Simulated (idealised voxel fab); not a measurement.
voxel gate over fins: a process module
Cross-section cut spans 230 nm and uses square cells 5 nm in size.
Think of the cross-section as a grid of square cells. We describe it in bands, top to bottom, and each band covers one or more rows of those cells. What a band's entry tells you: where the top is and where the bottom is, as heights in nm, and after that what lies inside, material by material from left to right, each with its width in nm. Empty space is written as the word "blank", and a single material marked with the word "all across" occupies the band from edge to edge. Note: height 0 marks the level under which the wafer is uniformly one material as received. Lowest band unbounded below, written "from 0 down". You'd read "30 to 40" like this: the band's top row of cells is as wide as the first number, its bottom row is as wide as the second, and going down, every row changes width by the same amount as the row before did. "no alteration" means the step left every cell of the cross-section as it was. "Closed void entries" - sealed voids, min. 8 cells, no opening to top; format: width x height at distance (distance from left edge; nm throughout). It should be noted that, on the line of a given step, the content following the step's settings is a remark produced by the simulator itself with respect to that step. A step line may carry the setting "overlay nm", which, for steps involving a mask, states the distance by which the mask lay to the right of its intended position; negative values denote displacement to the left.
### Set out below are the planned steps of the process
- 1: RECEIVE (material Si)
- 2: CONFORMAL_DEP (material SiN; thk nm 5)
- 3: PATTERN (tone cover; mask id FINS; material resist; width nm 15; pitch nm 60; thk nm 20; overlay nm 0)
- 4: DIRECTIONAL_ETCH (etch materials SiN; depth nm 5)
- 5: DIRECTIONAL_ETCH (etch materials Si; depth nm 35)
- 6: STRIP (etch materials resist)
- 7: OXIDIZE (depth nm 5)
- 8: FILL_DEP (material SiO2; thk nm 15)
- 9: CMP (height nm 5)
- 10: PATTERN (tone open; mask id RAIL; material resist; width nm 15; thk nm 20; overlay nm 0)
- 11: DIRECTIONAL_ETCH (etch materials SiO2; depth nm 35)
- 12: STRIP (etch materials resist)
- 13: CONFORMAL_DEP (material TiN; thk nm 5)
- 14: FILL_DEP (material Ru; thk nm 10)
- 15: CMP (height nm 5)
- 16: SELECTIVE_ETCH (etch materials W Ru TiN; depth nm 30)
- 17: FILL_DEP (material SiO2; thk nm 5)
- 18: CMP (height nm 5)
- 19: SELECTIVE_ETCH (etch materials SiO2; depth nm 20)
- 20: STRIP (etch materials SiN)
- 21: CONFORMAL_DEP (material HfO2; thk nm 5)
- 22: CONFORMAL_DEP (material TiN; thk nm 5)
- 23: CONFORMAL_DEP (material TiAl; thk nm 5)
- 24: CONFORMAL_DEP (material TiN; thk nm 5)
- 25: FILL_DEP (material W; thk nm 15)
- 26: CMP (height nm 30)
- 27: CONFORMAL_DEP (material SiN; thk nm 10)
### Cross-sectional view of the wafer in its as-received condition, corresponding to the state after step 1
    from 0 down = Si all across
    Closed void entries: none
### What the wafer looks like in cross-section after this module, when it starts as shown above and follows the plan above but one mistake is made in running it
    from 40 to 30 = SiN all across
    from 30 to 20 = W all across
    from 20 to 15 = W=60, then TiN=45, then W=15, then TiN=45, then W=65
    from 15 to 10 = W=60, then TiN=5, then TiAl=35, then TiN=5, then W=15, then TiN=5, then TiAl=35, then TiN=5, then W=65
    from 10 to 5 = W=60, then TiN=5, then TiAl=5, then TiN=25, then TiAl=5, then TiN=5, then W=15, then TiN=5, then TiAl=5, then TiN=25, then TiAl=5, then TiN=5, then W=65
    from 5 to 0 = W=60, then TiN=5, then TiAl=5, then TiN=5, then HfO2=15, then TiN=5, then TiAl=5, then TiN=5, then W=15, then TiN=5, then TiAl=5, then TiN=5, then HfO2=15, then TiN=5, then TiAl=5, then TiN=5, then W=65
    from 0 to -5 = W=60, then TiN=5, then TiAl=5, then TiN=5, then HfO2=5, then Si=5, then HfO2=5, then TiN=5, then TiAl=5, then TiN=5, then W=15, then TiN=5, then TiAl=5, then TiN=5, then HfO2=5, then Si=5, then HfO2=5, then TiN=5, then TiAl=5, then TiN=5, then W=65
    from -5 to -10 = W=60, then TiN=5, then TiAl=5, then TiN=5, then HfO2=5, then Si=5, then HfO2=5, then TiN=5, then TiAl=5, then TiN=25, then TiAl=5, then TiN=5, then HfO2=5, then Si=5, then HfO2=5, then TiN=5, then TiAl=5, then TiN=5, then W=65
    from -10 to -15 = W=60, then TiN=5, then TiAl=5, then TiN=5, then HfO2=5, then Si=5, then HfO2=5, then TiN=5, then TiAl=35, then TiN=5, then HfO2=5, then Si=5, then HfO2=5, then TiN=5, then TiAl=5, then TiN=5, then W=65
    from -15 to -20 = TiN=65, then TiAl=5, then TiN=5, then HfO2=5, then Si=5, then HfO2=5, then TiN=45, then HfO2=5, then Si=5, then HfO2=5, then TiN=5, then TiAl=5, then TiN=70
    from -20 to -25 = TiAl=70, then TiN=5, then HfO2=5, then Si=5, then HfO2=5, then TiN=10, then HfO2=25, then TiN=10, then HfO2=5, then Si=5, then HfO2=5, then TiN=5, then TiAl=75
    from -25 to -30 = TiN=75, then HfO2=5, then Si=5, then HfO2=5, then TiN=10, then HfO2=5, then TiN=15, then HfO2=5, then TiN=10, then HfO2=5, then Si=5, then HfO2=5, then TiN=80
    from -30 to -35 = HfO2=80, then Si=5, then HfO2=25, then SiO2=5, then HfO2=25, then Si=5, then HfO2=85
    from -35 to -40 = SiO2=80, then Si=5, then SiO2=55, then Si=5, then SiO2=85
    from -40 down = Si all across
    Closed void entries: none
What was the processing mistake? step 19 in the plan was executed twice
